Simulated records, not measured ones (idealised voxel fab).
You're looking at the process module voxel capacitor over wiring.
This is section cut - it's 205 nm across, gridded in 5 nm square cells.
Cross-section layout: square cells on a grid; listed as bands, top to bottom; a band spans one or more cell rows. The band entry comprises the height of the band's top followed by the height of its bottom, expressed in nm, and subsequently the band's materials from left to right, each stated together with its width in nm. Where a single material is marked with the word "full width", that material fills the band from edge to edge. The word "air" represents empty space. Heights are expressed relative to 0, this being the level below which the as-received wafer comprises one material exclusively. The lowest band is unbounded in the downward direction and is denoted as in "0 nm and below". A two-number width, for instance "30..40", indicates that the width is equal to the first number in the top row of the band and to the second number in the bottom row, and that it changes by a constant amount per row of cells. It should be understood that the words "no change", when stated for a given step, signify that the cross-section underwent no change in any of its cells during that step. In "Catalogued sealed voids" the enclosed voids are listed, meaning empty spaces of 8 cells or larger without any opening to the top. The form is width x height at distance, distance from the left edge, units nm. Read whatever lies past the settings on a step's line as the simulator's own remark about the step. The optional step-line setting "overlay nm" applies to steps with a mask and quantifies how far to the right of its planned location the mask lay, a negative value indicating leftward placement.

### The process steps that were planned are listed below
1: RECEIVE | material Si
2: CONFORMAL_DEP | material SiO2 | thk nm 10
3: CONFORMAL_DEP | material SiCN | thk nm 5
4: DIRECTIONAL_DEP | material lowk | thk nm 15
5: PATTERN | tone open | mask id METAL_1 | material resist | width nm 25 | pitch nm 95 | thk nm 15 | overlay nm 0
6: DIRECTIONAL_ETCH | etch materials lowk | depth nm 15
7: DIRECTIONAL_ETCH | etch materials SiCN | depth nm 5
8: STRIP | etch materials resist
9: CONFORMAL_DEP | material TiN | thk nm 5
10: FILL_DEP | material Cu | thk nm 5
11: CMP | height nm 30
12: EPI | material Ru | thk nm 5
13: FILL_DEP | material SiCN | thk nm 5
14: DIRECTIONAL_DEP | material lowk | thk nm 15
15: DIRECTIONAL_DEP | material aC | thk nm 15
16: PATTERN | tone open | mask id PLUG_1 | material resist | width nm 15 | thk nm 35 | overlay nm 0
17: DIRECTIONAL_ETCH | etch materials aC | depth nm 15
18: STRIP | etch materials resist
19: DIRECTIONAL_ETCH | etch materials lowk | depth nm 15
20: DIRECTIONAL_ETCH | etch materials SiCN | depth nm 5
21: STRIP | etch materials aC
22: EPI | material Ru | thk nm 10
23: EPI | material Ru | thk nm 10
24: DIRECTIONAL_DEP | material TiN | thk nm 10
25: DIRECTIONAL_DEP | material Al2O3 | thk nm 5
26: DIRECTIONAL_DEP | material TiN | thk nm 5
27: MASKED_ETCH | tone cover | mask id UPPER_PLATE | width nm 75 | etch materials TiN | depth nm 5 | overlay nm 0
28: MASKED_ETCH | tone cover | mask id UPPER_PLATE | width nm 75 | etch materials Al2O3 | depth nm 5 | overlay nm 0
29: PATTERN | tone cover | mask id LOWER_PLATE | material resist | width nm 85 | thk nm 20 | overlay nm 0
30: DIRECTIONAL_ETCH | etch materials TiN | depth nm 10
31: STRIP | etch materials resist
32: FILL_DEP | material SiO2 | thk nm 20
33: CMP | height nm 90
34: DIRECTIONAL_DEP | material aC | thk nm 10
35: PATTERN | tone open | mask id PLUG_2 | material resist | width nm 15 | thk nm 30 | overlay nm 0
36: DIRECTIONAL_ETCH | etch materials aC | depth nm 10
37: STRIP | etch materials resist
38: DIRECTIONAL_ETCH | etch materials SiO2 | depth nm 15
39: STRIP | etch materials aC
40: CONFORMAL_DEP | material TiN | thk nm 5
41: FILL_DEP | material Ru | thk nm 5
42: CMP | height nm 90
43: CONFORMAL_DEP | material SiN | thk nm 5

### Step 1 complete: cross-section of the wafer as received
0 nm and below  Si full width
Catalogued sealed voids: none

### Module complete, cross-section. Starting point and plan per above. One mistake made in running the module
95 nm to 90 nm  SiN full width
90 nm to 80 nm  SiO2 50 nm, then TiN 5 nm, then Ru 5 nm, then TiN 5 nm, then SiO2 140 nm
80 nm to 70 nm  SiO2 50 nm, then TiN 15..75 nm, then SiO2 140..80 nm
70 nm to 65 nm  SiO2 50 nm, then Al2O3 75 nm, then SiO2 80 nm
65 nm to 55 nm  SiO2 45 nm, then TiN 85 nm, then SiO2 75 nm
55 nm to 40 nm  lowk 50 nm, then Ru 15 nm, then lowk 140 nm
40 nm to 35 nm  SiCN 50 nm, then Ru 15 nm, then SiCN 140 nm
35 nm to 30 nm  SiCN 35 nm, then Ru 35 nm, then SiCN 60 nm, then Ru 35 nm, then SiCN 40 nm
30 nm to 15 nm  lowk 40 nm, then TiN 5 nm, then Cu 15 nm, then TiN 5 nm, then lowk 70 nm, then TiN 5 nm, then Cu 15 nm, then TiN 5 nm, then lowk 45 nm
15 nm to 10 nm  SiCN 40 nm, then TiN 25 nm, then SiCN 70 nm, then TiN 25 nm, then SiCN 45 nm
10 nm to 0 nm  SiO2 full width
0 nm and below  Si full width
Catalogued sealed voids: none
Processing error: off-plan run, step 35, actual operation and settings PATTERN | tone open | mask id PLUG_2 | material resist | width nm 15 | thk nm 30 | overlay nm -10
